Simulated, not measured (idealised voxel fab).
The name of this process module is voxel capacitor over wiring.
Cross-section cut: width 245 nm, square cells of 5 nm.
Format of a cross-section: grid, square cells. Given as bands. Order: top down. Band: one or more rows of cells.
Band entry format. Leading values: height of top, height of bottom, nm. Remainder: materials in left-to-right order, each with its width in nm. Special words: "all across" on a single material, which then fills the band edge to edge; "empty", empty space.
The level at which height equals 0 is the one under which the wafer, as it arrives, is entirely one material. No lower edge exists for the bottom band, which continues downward and is notated as in "0 nm and below".
You'd read "30->40" like this: the band's top row of cells is as wide as the first number, its bottom row is as wide as the second, and going down, every row changes width by the same amount as the row before did.
Where the words "all unchanged" appear for a step, the cross-section shows no cell changed by that step; every cell remained as before.
"Closed void roster": sealed empty spaces, 8 cells or more, no open way to top, listed width x height at distance, with distance from the left edge and width, height and distance in nm.
What comes after the settings on a step's line is commentary from the simulator itself on that step.
"overlay nm" on a masked step: distance the mask lay right of its planned place, negative for left.
Planned process steps:
1,RECEIVE, material Si
2,CONFORMAL_DEP, material SiO2, thk nm 15
3,DIRECTIONAL_DEP, material TiN, thk nm 5
4,DIRECTIONAL_DEP, material Ru, thk nm 20
5,PATTERN, tone cover, mask id METAL_1, material resist, width nm 15, pitch nm 75, thk nm 20, overlay nm 0
6,DIRECTIONAL_ETCH, etch materials Ru, depth nm 20
7,DIRECTIONAL_ETCH, etch materials TiN, depth nm 5
8,STRIP, etch materials resist
9,CONFORMAL_DEP, material SiN, thk nm 5
10,FILL_DEP, material lowk, thk nm 10
11,CMP, height nm 40
12,CONFORMAL_DEP, material SiCN, thk nm 5
13,DIRECTIONAL_DEP, material SiO2, thk nm 10
14,PATTERN, tone open, mask id PLUG_1, material resist, width nm 15, thk nm 20, overlay nm 0
15,DIRECTIONAL_ETCH, etch materials SiO2, depth nm 10
16,DIRECTIONAL_ETCH, etch materials SiCN, depth nm 5
17,STRIP, etch materials resist
18,CONFORMAL_DEP, material TiN, thk nm 5
19,FILL_DEP, material Ru, thk nm 5
20,CMP, height nm 55
21,DIRECTIONAL_DEP, material TiN, thk nm 5
22,DIRECTIONAL_DEP, material HfO2, thk nm 5
23,DIRECTIONAL_DEP, material TiN, thk nm 10
24,DIRECTIONAL_DEP, material aC, thk nm 10
25,PATTERN, tone cover, mask id UPPER_PLATE, material resist, width nm 55, thk nm 30, overlay nm 0
26,DIRECTIONAL_ETCH, etch materials aC, depth nm 10
27,STRIP, etch materials resist
28,DIRECTIONAL_ETCH, etch materials TiN, depth nm 10
29,DIRECTIONAL_ETCH, etch materials HfO2, depth nm 5
30,STRIP, etch materials aC
31,DIRECTIONAL_DEP, material aC, thk nm 15
32,PATTERN, tone cover, mask id LOWER_PLATE, material resist, width nm 65, thk nm 30, overlay nm 0
33,DIRECTIONAL_ETCH, etch materials aC, depth nm 15
34,STRIP, etch materials resist
35,DIRECTIONAL_ETCH, etch materials TiN, depth nm 5
36,STRIP, etch materials aC
37,FILL_DEP, material SiO2, thk nm 20
38,CMP, height nm 90
39,DIRECTIONAL_DEP, material aC, thk nm 10
40,PATTERN, tone open, mask id PLUG_2, material resist, width nm 15, thk nm 30, overlay nm 0
41,DIRECTIONAL_ETCH, etch materials aC, depth nm 10
42,STRIP, etch materials resist
43,DIRECTIONAL_ETCH, etch materials SiO2, depth nm 15
44,STRIP, etch materials aC
45,CONFORMAL_DEP, material TiN, thk nm 5
46,FILL_DEP, material Cu, thk nm 10
47,CMP, height nm 90
48,CONFORMAL_DEP, material SiCN, thk nm 5
Among the wafers covered here, the point of difference is the width nm at step 5; their starting state is shared, and the plan presents the value of the first wafer.
Cross-section of the first incoming wafer of several, state after step 1:
	0 nm and below = Si all across
	Closed void roster: none
Cross-section after step 48, the final step of the module, for the first of several wafers:
	95 nm to 90 nm = SiCN all across
	90 nm to 80 nm = SiO2=90  TiN=5  Cu=5  TiN=5  SiO2=140
	80 nm to 75 nm = SiO2=90  TiN=15  SiO2=140
	75 nm to 65 nm = SiO2=80  TiN=55  SiO2=110
	65 nm to 60 nm = SiO2=80  HfO2=55  SiO2=110
	60 nm to 55 nm = SiO2=75  TiN=65  SiO2=105
	55 nm to 45 nm = SiO2=80  TiN=5  Ru=5  TiN=5  SiO2=150
	45 nm to 40 nm = SiCN=80  TiN=15  SiCN=150
	40 nm to 20 nm = lowk=70  SiN=5  Ru=15  SiN=5  lowk=50  SiN=5  Ru=15  SiN=5  lowk=75
	20 nm to 15 nm = SiN=75  TiN=15  SiN=60  TiN=15  SiN=80
	15 nm to 0 nm = SiO2 all across
	0 nm and below = Si all across
	Closed void roster: none
Last wafer at the end:
	95 nm to 90 nm = SiCN all across
	90 nm to 80 nm = SiO2=90  TiN=5  Cu=5  TiN=5  SiO2=140
	80 nm to 75 nm = SiO2=90  TiN=15  SiO2=140
	75 nm to 65 nm = SiO2=80  TiN=55  SiO2=110
	65 nm to 60 nm = SiO2=80  HfO2=55  SiO2=110
	60 nm to 55 nm = SiO2=75  TiN=65  SiO2=105
	55 nm to 45 nm = SiO2=80  TiN=5  Ru=5  TiN=5  SiO2=150
	45 nm to 40 nm = SiCN=80  TiN=15  SiCN=150
	40 nm to 20 nm = lowk=60  SiN=5  Ru=40  SiN=5  lowk=25  SiN=5  Ru=40  SiN=5  lowk=60
	20 nm to 15 nm = SiN=65  TiN=40  SiN=35  TiN=40  SiN=65
	15 nm to 0 nm = SiO2 all across
	0 nm and below = Si all across
	Closed void roster: none
Tabulated below, wafer by wafer, are the end-of-module results: for each material, the number of cells gained (+) or lost (-) relative to the as-received state, followed by the closed voids:
width nm 15 | +2 Cu | +11 HfO2 | +26 Ru | +95 SiCN | +59 SiN | +527 SiO2 | +55 TiN | +156 lowk | Closed void roster: none
width nm 20 | +2 Cu | +11 HfO2 | +34 Ru | +95 SiCN | +57 SiN | +527 SiO2 | +57 TiN | +148 lowk | Closed void roster: none
width nm 25 | +2 Cu | +11 HfO2 | +42 Ru | +95 SiCN | +55 SiN | +527 SiO2 | +59 TiN | +140 lowk | Closed void roster: none
width nm 30 | +2 Cu | +11 HfO2 | +50 Ru | +95 SiCN | +53 SiN | +527 SiO2 | +61 TiN | +132 lowk | Closed void roster: none
width nm 35 | +2 Cu | +11 HfO2 | +58 Ru | +95 SiCN | +51 SiN | +527 SiO2 | +63 TiN | +124 lowk | Closed void roster: none
width nm 40 | +2 Cu | +11 HfO2 | +66 Ru | +95 SiCN | +49 SiN | +527 SiO2 | +65 TiN | +116 lowk | Closed void roster: none
